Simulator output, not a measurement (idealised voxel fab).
Herein follows the process module entitled voxel ribs on slabs.
In the cross-section labelled cut, the width is 140 nm and each square cell is 5 nm.
Each cross-section below is a grid of square cells, stated as bands in top-down order, with one or more rows of cells making up each band. Quick guide to a band line: top height, bottom height (nm) up front; then every material left to right with its width in nm. Only one material and it's marked "full width"? Then it fills the band edge to edge. And "blank" just means empty space. Zero point of the height axis is 0; under it, received wafer = one material. Lowest band: continues down indefinitely, "from 0 down". You'd read "30->40" like this: the band's top row of cells is as wide as the first number, its bottom row is as wide as the second, and going down, every row changes width by the same amount as the row before did. Where a step carries "no modification", the cross-section came out of it unchanged, cell for cell. "Fully closed voids" - sealed voids, min. 8 cells, no opening to top; format: width x height at distance (distance from left edge; nm throughout). What comes after the settings on a step's line is commentary from the simulator itself on that step. Regarding "overlay nm": on a step with a mask, it is the distance the mask lay to the right of its planned place; a negative value places it to the left.
-- Steps planned for the process
1: RECEIVE with material Si
2: DIRECTIONAL_DEP with material SiO2, thk nm 20
3: DIRECTIONAL_DEP with material polySi, thk nm 15
4: MASKED_ETCH with tone cover, mask id RIB, width nm 15, etch materials polySi, depth nm 10, overlay nm 0
5: MASKED_ETCH with tone cover, mask id SLAB, width nm 45, etch materials polySi, depth nm 5, overlay nm 0
6: FILL_DEP with material SiO2, thk nm 20
7: CMP with height nm 50
8: DIRECTIONAL_DEP with material W, thk nm 5
9: DIRECTIONAL_DEP with material aC, thk nm 10
10: PATTERN with tone cover, mask id HEATER, material resist, width nm 25, thk nm 30, overlay nm 0
11: DIRECTIONAL_ETCH with etch materials aC, depth nm 10
12: STRIP with etch materials resist
13: DIRECTIONAL_ETCH with etch materials W, depth nm 5
14: STRIP with etch materials aC
15: CONFORMAL_DEP with material SiN, thk nm 5
-- Cross-section of the wafer upon arrival, representing the state reached after step 1
- from 0 down  Si full width
- Fully closed voids: none
-- The plan above was carried out on the starting structure above with one mistake, and this cross-section shows the wafer at the end of the module
- from 60 to 55  blank 50  SiN 35  blank 55
- from 55 to 50  SiN 55  W 25  SiN 60
- from 50 to 15  SiO2 full width
- from 15 to 0  polySi full width
- from 0 down  Si full width
- Fully closed voids: none
Want to know what went wrong? plan steps 2 and 3 run swapped
